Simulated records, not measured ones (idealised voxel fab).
You're looking at the process module voxel double patterning.
Pictured: cross-section cut, 170 nm wide, on a grid of 5 nm square cells.
How to read a cross-section here: the picture is a grid of square cells, written as bands going from the top down, and any band can span one or more rows of cells.
Per band: top height and bottom height in nm, followed by the left-to-right materials and their widths in nm; "everywhere" marks a single material spanning edge to edge, "air" marks empty space.
Height 0 is the level under which the wafer as received is all one material. The lowest band goes on downwards, as in "0..down".
The width entry "30 to 40" should be interpreted row by row: the top row of cells in the band takes the first number, the bottom row takes the second number, and the change between adjacent rows is uniform throughout.
Reading "identical to before" for a step: not a cell of the cross-section changed in it.
Under "Closed cavities" you'll find the enclosed gaps, the ones with no way out to the top, that are 8 cells or bigger; each reads width x height at distance, with distance counted from the left edge, everything in nm.
Where a step's line continues beyond its settings, the continuation is a remark by the simulator itself on that step.
overlay nm, on a step with a mask: how far to the right of its planned place the mask lay; to the left if negative

This section lists the process steps that were planned:
| 1 | RECEIVE (material Si) |
| 2 | CONFORMAL_DEP (material SiN; thk nm 10) |
| 3 | DIRECTIONAL_DEP (material SiO2; thk nm 10) |
| 4 | DIRECTIONAL_DEP (material SiCN; thk nm 10) |
| 5 | DIRECTIONAL_DEP (material aC; thk nm 15) |
| 6 | PATTERN (tone open; mask id FIRST; material resist; width nm 15; pitch nm 50; thk nm 35; overlay nm 0) |
| 7 | DIRECTIONAL_ETCH (etch materials aC; depth nm 15) |
| 8 | STRIP (etch materials resist) |
| 9 | DIRECTIONAL_ETCH (etch materials SiCN; depth nm 10) |
| 10 | STRIP (etch materials aC) |
| 11 | PATTERN (tone open; mask id SECOND; material resist; width nm 15; thk nm 20; overlay nm 0) |
| 12 | DIRECTIONAL_ETCH (etch materials SiCN; depth nm 10) |
| 13 | STRIP (etch materials resist) |
| 14 | DIRECTIONAL_ETCH (etch materials SiO2; depth nm 10) |
| 15 | STRIP (etch materials SiCN) |

Run as planned: first of two wafers:

Cross-section, incoming material, after step 1:
- 0..down | Si everywhere
- Closed cavities: none

After step 2:
- 10..0 | SiN everywhere
- Beneath the level 0, the cross-section is identical to its previous state.

After step 3:
- 20..10 | SiO2 everywhere
- Beneath the level 10, the cross-section is identical to its previous state.

After step 4:
- 30..20 | SiCN everywhere
- Beneath the level 20, the cross-section is identical to its previous state.

After step 5:
- 45..30 | aC everywhere
- Beneath the level 30, the cross-section is identical to its previous state.

After step 6:
- 80..45 | resist 50 nm | air 15 nm | resist 35 nm | air 15 nm | resist 55 nm
- Beneath the level 45, the cross-section is identical to its previous state.

After step 7:
- 65..45 | resist 50 nm | air 15 nm | resist 35 nm | air 15 nm | resist 55 nm
- 45..30 | aC 50 nm | air 15 nm | aC 35 nm | air 15 nm | aC 55 nm
- Beneath the level 30, the cross-section is identical to its previous state.

After step 8:
- 45..30 | aC 50 nm | air 15 nm | aC 35 nm | air 15 nm | aC 55 nm
- Beneath the level 30, the cross-section is identical to its previous state.

After step 9:
- 45..30 | aC 50 nm | air 15 nm | aC 35 nm | air 15 nm | aC 55 nm
- 30..20 | SiCN 50 nm | air 15 nm | SiCN 35 nm | air 15 nm | SiCN 55 nm
- Beneath the level 20, the cross-section is identical to its previous state.

After step 10:
- 30..20 | SiCN 50 nm | air 15 nm | SiCN 35 nm | air 15 nm | SiCN 55 nm
- Beneath the level 20, the cross-section is identical to its previous state.

After step 11:
- 50..30 | resist 75 nm | air 15 nm | resist 80 nm
- 30..20 | SiCN 50 nm | resist 15 nm | SiCN 35 nm | resist 15 nm | SiCN 55 nm
- Beneath the level 20, the cross-section is identical to its previous state.

After step 12:
- 50..30 | resist 75 nm | air 15 nm | resist 80 nm
- 30..20 | SiCN 50 nm | resist 15 nm | SiCN 10 nm | air 15 nm | SiCN 10 nm | resist 15 nm | SiCN 55 nm
- Beneath the level 20, the cross-section is identical to its previous state.

After step 13:
- 30..20 | SiCN 50 nm | air 15 nm | SiCN 10 nm | air 15 nm | SiCN 10 nm | air 15 nm | SiCN 55 nm
- Beneath the level 20, the cross-section is identical to its previous state.

After step 14:
- 30..20 | SiCN 50 nm | air 15 nm | SiCN 10 nm | air 15 nm | SiCN 10 nm | air 15 nm | SiCN 55 nm
- 20..10 | SiO2 50 nm | air 15 nm | SiO2 10 nm | air 15 nm | SiO2 10 nm | air 15 nm | SiO2 55 nm
- Beneath the level 10, the cross-section is identical to its previous state.

After step 15:
- 20..10 | SiO2 50 nm | air 15 nm | SiO2 10 nm | air 15 nm | SiO2 10 nm | air 15 nm | SiO2 55 nm
- Beneath the level 10, the cross-section is identical to its previous state.

The remaining wafer, second of the two, started like the first and was run to the same plan, except that one mistake was made along the way; the two coincide through step 1, inclusive:

Second wafer, cut view, end of step 2 per plan:
- 10..0 | aC everywhere
- Beneath the level 0, the cross-section is identical to its previous state.

Second wafer, cut view, end of step 3 per plan:
- 20..10 | SiO2 everywhere
- Beneath the level 10, the cross-section is identical to its previous state.

Second wafer, cut view, end of step 4 per plan:
- 30..20 | SiCN everywhere
- Beneath the level 20, the cross-section is identical to its previous state.

Second wafer, cut view, end of step 5 per plan:
- 45..30 | aC everywhere
- Beneath the level 30, the cross-section is identical to its previous state.

Second wafer, cut view, end of step 6 per plan:
- 80..45 | resist 50 nm | air 15 nm | resist 35 nm | air 15 nm | resist 55 nm
- Beneath the level 45, the cross-section is identical to its previous state.

Second wafer, cut view, end of step 7 per plan:
- 65..45 | resist 50 nm | air 15 nm | resist 35 nm | air 15 nm | resist 55 nm
- 45..30 | aC 50 nm | air 15 nm | aC 35 nm | air 15 nm | aC 55 nm
- Beneath the level 30, the cross-section is identical to its previous state.

Second wafer, cut view, end of step 8 per plan:
- 45..30 | aC 50 nm | air 15 nm | aC 35 nm | air 15 nm | aC 55 nm
- Beneath the level 30, the cross-section is identical to its previous state.

Second wafer, cut view, end of step 9 per plan:
- 45..30 | aC 50 nm | air 15 nm | aC 35 nm | air 15 nm | aC 55 nm
- 30..20 | SiCN 50 nm | air 15 nm | SiCN 35 nm | air 15 nm | SiCN 55 nm
- Beneath the level 20, the cross-section is identical to its previous state.

Second wafer, cut view, end of step 10 per plan:
- 30..20 | SiCN 50 nm | air 15 nm | SiCN 35 nm | air 15 nm | SiCN 55 nm
- Beneath the level 20, the cross-section is identical to its previous state.

Second wafer, cut view, end of step 11 per plan:
- 50..30 | resist 75 nm | air 15 nm | resist 80 nm
- 30..20 | SiCN 50 nm | resist 15 nm | SiCN 35 nm | resist 15 nm | SiCN 55 nm
- Beneath the level 20, the cross-section is identical to its previous state.

Second wafer, cut view, end of step 12 per plan:
- 50..30 | resist 75 nm | air 15 nm | resist 80 nm
- 30..20 | SiCN 50 nm | resist 15 nm | SiCN 10 nm | air 15 nm | SiCN 10 nm | resist 15 nm | SiCN 55 nm
- Beneath the level 20, the cross-section is identical to its previous state.

Second wafer, cut view, end of step 13 per plan:
- 30..20 | SiCN 50 nm | air 15 nm | SiCN 10 nm | air 15 nm | SiCN 10 nm | air 15 nm | SiCN 55 nm
- Beneath the level 20, the cross-section is identical to its previous state.

Second wafer, cut view, end of step 14 per plan:
- 30..20 | SiCN 50 nm | air 15 nm | SiCN 10 nm | air 15 nm | SiCN 10 nm | air 15 nm | SiCN 55 nm
- 20..10 | SiO2 50 nm | air 15 nm | SiO2 10 nm | air 15 nm | SiO2 10 nm | air 15 nm | SiO2 55 nm
- Beneath the level 10, the cross-section is identical to its previous state.

Second wafer, cut view, end of step 15 per plan:
- 20..10 | SiO2 50 nm | air 15 nm | SiO2 10 nm | air 15 nm | SiO2 10 nm | air 15 nm | SiO2 55 nm
- Beneath the level 10, the cross-section is identical to its previous state.
Which mistake was made when the wafer was run? not per plan at step 2, really ran CONFORMAL_DEP (material aC; thk nm 10)
At the finish, the second wafer shows more or fewer cells for some materials than the first does: SiN: 68 fewer | aC: 68 more
